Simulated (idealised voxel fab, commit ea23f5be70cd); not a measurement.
The following is a process module called voxel gate over fins.
This is section cut - it's 285 nm across, gridded in 5 nm square cells.
Throughout this document, each cross-section is represented as a grid of square cells and is presented as a sequence of bands enumerated from the top downward, where a band comprises one or more rows of cells. Per band: top height and bottom height in nm, followed by the left-to-right materials and their widths in nm; "all across" marks a single material spanning edge to edge, "air" marks empty space. Note: height 0 marks the level under which the wafer is uniformly one material as received. Lowest band unbounded below, written "0 nm and below". A width such as "30->40" changes by the same amount from each row of cells to the next, from the band's top row to its bottom row. Basically "remained unchanged" means that step didn't change any cell in the cross-section. "Closed empty spaces" - sealed voids, min. 8 cells, no opening to top; format: width x height at distance (distance from left edge; nm throughout). Step line, after settings: the simulator's comment on this step. The optional step-line setting "overlay nm" applies to steps with a mask and quantifies how far to the right of its planned location the mask lay, a negative value indicating leftward placement.
Planned process steps:
1: RECEIVE [material Si]
2: CONFORMAL_DEP [material SiN] [thk nm 10]
3: PATTERN [tone cover] [mask id FINS] [material resist] [width nm 15] [pitch nm 40] [thk nm 15] [overlay nm 0]
4: DIRECTIONAL_ETCH [etch materials SiN] [depth nm 10]
5: DIRECTIONAL_ETCH [etch materials Si] [depth nm 30]
6: STRIP [etch materials resist]
7: FILL_DEP [material SiO2] [thk nm 5]
8: CMP [height nm 10]
9: SELECTIVE_ETCH [etch materials SiO2] [depth nm 25]
10: STRIP [etch materials SiN]
11: CONFORMAL_DEP [material HfO2] [thk nm 5]
12: CONFORMAL_DEP [material TiN] [thk nm 5]
13: FILL_DEP [material W] [thk nm 10]
14: CMP [height nm 15]
15: CONFORMAL_DEP [material SiCN] [thk nm 10]
Keep in mind the plan's value for the width nm of step 3 comes from the first wafer; the wafers don't share that setting, but they do share the same starting point.
Cut through the first of several wafers as received, post step 1:
* 0 nm and below | Si all across
* Closed empty spaces: none
The following table contains a row per wafer, in which are reported, at the conclusion of the module, the cells of each material gained (+) or lost (-) since the wafer's receipt, with its closed voids given thereafter:
width nm 15; +69 HfO2; -306 Si; +114 SiCN; +153 SiO2; +69 TiN; +186 W; Closed empty spaces: none
width nm 20; +69 HfO2; -294 Si; +114 SiCN; +147 SiO2; +69 TiN; +180 W; Closed empty spaces: none
width nm 25; +69 HfO2; -282 Si; +114 SiCN; +141 SiO2; +66 TiN; +177 W; Closed empty spaces: none
